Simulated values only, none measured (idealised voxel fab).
process module | voxel ribs on slabs
cross-section cut | 230 nm wide | cells 5 nm
A cross-section is a grid of square cells, given in bands from the top down. A band is one or more rows of cells.
Each band's line starts with the height of the band's top and of its bottom, in nm. Then come its materials from left to right, each with its width in nm. One material with "throughout" fills the band from edge to edge. "air" is empty space.
Height 0 is the level under which the wafer as received is all one material. The lowest band goes on downwards, as in "0 down".
A width such as "30 to 40" changes by the same amount from each row of cells to the next, from the band's top row to its bottom row.
"no change" after a step means that no cell of the cross-section changed.
closed voids: empty space of 8 cells or more with no open way to the top, each as width x height at its distance from the left edge, in nm
after a step's settings: what the simulator itself notes on the step
overlay nm, on a step with a mask: how far to the right of its planned place the mask lay; to the left if negative
plan
1 op RECEIVE | material Si
2 op DIRECTIONAL_DEP | material SiO2 | thk nm 25
3 op DIRECTIONAL_DEP | material polySi | thk nm 15
4 op PATTERN | tone cover | mask id RIB | material resist | width nm 25 | thk nm 15 | overlay nm 0
5 op DIRECTIONAL_ETCH | etch materials polySi | depth nm 10
6 op STRIP | etch materials resist
7 op DIRECTIONAL_DEP | material aC | thk nm 15
8 op PATTERN | tone cover | mask id SLAB | material resist | width nm 85 | thk nm 30 | overlay nm 0
9 op DIRECTIONAL_ETCH | etch materials aC | depth nm 15
10 op STRIP | etch materials resist
11 op DIRECTIONAL_ETCH | etch materials polySi | depth nm 5
12 op STRIP | etch materials aC
13 op FILL_DEP | material SiO2 | thk nm 20
14 op CMP | height nm 50
15 op DIRECTIONAL_DEP | material TiN | thk nm 10
16 op PATTERN | tone cover | mask id HEATER | material resist | width nm 35 | thk nm 15 | overlay nm 0
17 op DIRECTIONAL_ETCH | etch materials TiN | depth nm 10
18 op STRIP | etch materials resist
19 op CONFORMAL_DEP | material SiN | thk nm 10
as received, after step 1
  0 down: Si throughout
  closed voids: none
first wafer at the end, as planned
  70 to 60: air 85 | SiN 55 | air 90
  60 to 50: SiN 95 | TiN 35 | SiN 100
  50 to 40: SiO2 throughout
  40 to 30: SiO2 100 | polySi 25 | SiO2 105
  30 to 25: SiO2 70 | polySi 85 | SiO2 75
  25 to 0: SiO2 throughout
  0 down: Si throughout
  closed voids: none
second wafer at the end: like start, like plan, one mistake
  70 to 60: air 85 | SiN 55 | air 90
  60 to 50: SiN 95 | TiN 35 | SiN 100
  50 to 35: SiO2 throughout
  35 to 25: SiO2 100 to 70 | polySi 25 to 85 | SiO2 105 to 75
  25 to 0: SiO2 throughout
  0 down: Si throughout
  closed voids: none
what went wrong: steps 6 and 7 were swapped
at the end the second wafer has, in cells: 5 more of SiO2 | 5 fewer of polySi
